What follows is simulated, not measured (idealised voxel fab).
This is a process module. Its name is voxel self aligned contacts.
Cross-section cut: width 230 nm, square cells of 5 nm.
Cross-section = grid of square cells, listed top down in bands; band = one or more rows.
What a band's entry tells you: where the top is and where the bottom is, as heights in nm, and after that what lies inside, material by material from left to right, each with its width in nm. Empty space is written as the word "air", and a single material marked with the word "full width" occupies the band from edge to edge.
Height is counted from the level 0, under which the received wafer is composed throughout of one material. The lowest of the bands is not closed at the bottom but continues downward, in the notation "top 0, no bottom".
A two-number width, for instance "30 to 40", indicates that the width is equal to the first number in the top row of the band and to the second number in the bottom row, and that it changes by a constant amount per row of cells.
Any step labelled "remains unaltered" changed none of the cells in the cross-section.
The label "Enclosed voids" introduces a list of the empty spaces, 8 cells or larger, that have no open way up to the top; each entry in it reads width x height at distance, where the distance is taken from the left edge and all three are stated in nm.
Formally, on a step line, whatever follows the settings is a remark that the simulator itself makes on the step.
On any step carrying a mask, the "overlay nm" setting, if present on the step's line, tells how far right of its planned place the mask lay; negative values point to the left.

[Process steps - plan]
step 1: RECEIVE,material Si
step 2: CONFORMAL_DEP,material SiO2,thk nm 5
step 3: DIRECTIONAL_DEP,material polySi,thk nm 30
step 4: DIRECTIONAL_DEP,material SiN,thk nm 20
step 5: PATTERN,tone cover,mask id GATE,material resist,width nm 35,pitch nm 60,thk nm 15,overlay nm 0
step 6: DIRECTIONAL_ETCH,etch materials SiN,depth nm 20
step 7: DIRECTIONAL_ETCH,etch materials polySi,depth nm 30
step 8: STRIP,etch materials resist
step 9: CONFORMAL_DEP,material SiN,thk nm 5
step 10: DIRECTIONAL_ETCH,etch materials SiN,depth nm 5
step 11: FILL_DEP,material SiO2,thk nm 20
step 12: CMP,height nm 65
step 13: PATTERN,tone open,mask id CONTACT,material resist,width nm 35,thk nm 15,overlay nm 0
step 14: DIRECTIONAL_ETCH,etch materials SiO2,depth nm 65
step 15: STRIP,etch materials resist
step 16: CONFORMAL_DEP,material TiN,thk nm 5
step 17: FILL_DEP,material Ru,thk nm 10
step 18: CMP,height nm 55
step 19: CONFORMAL_DEP,material SiCN,thk nm 5
Among the wafers covered here, the point of difference is the height nm at step 18; their starting state is shared, and the plan presents the value of the first wafer.

[Incoming state of the first of several wafers in cross-section: after step 1]
* top 0, no bottom = Si full width
* Enclosed voids: none

[Note: the following table is arranged by wafer, a row apiece. Each row reports the end-of-module state: per material, cells gained (+) or cells lost (-) compared with the wafer as received; closed voids follow]
height nm 55 | +10 Ru | +46 SiCN | +96 SiN | +293 SiO2 | +23 TiN | +84 polySi | Enclosed voids: none
height nm 60 | +11 Ru | +46 SiCN | +96 SiN | +332 SiO2 | +29 TiN | +84 polySi | Enclosed voids: none
height nm 65 | +16 Ru | +46 SiCN | +96 SiN | +371 SiO2 | +31 TiN | +84 polySi | Enclosed voids: none
height nm 70 | +21 Ru | +46 SiCN | +96 SiN | +371 SiO2 | +72 TiN | +84 polySi | Enclosed voids: none
height nm 75 | +67 Ru | +46 SiCN | +96 SiN | +371 SiO2 | +72 TiN | +84 polySi | Enclosed voids: none
height nm 80 | +113 Ru | +46 SiCN | +96 SiN | +371 SiO2 | +72 TiN | +84 polySi | Enclosed voids: none
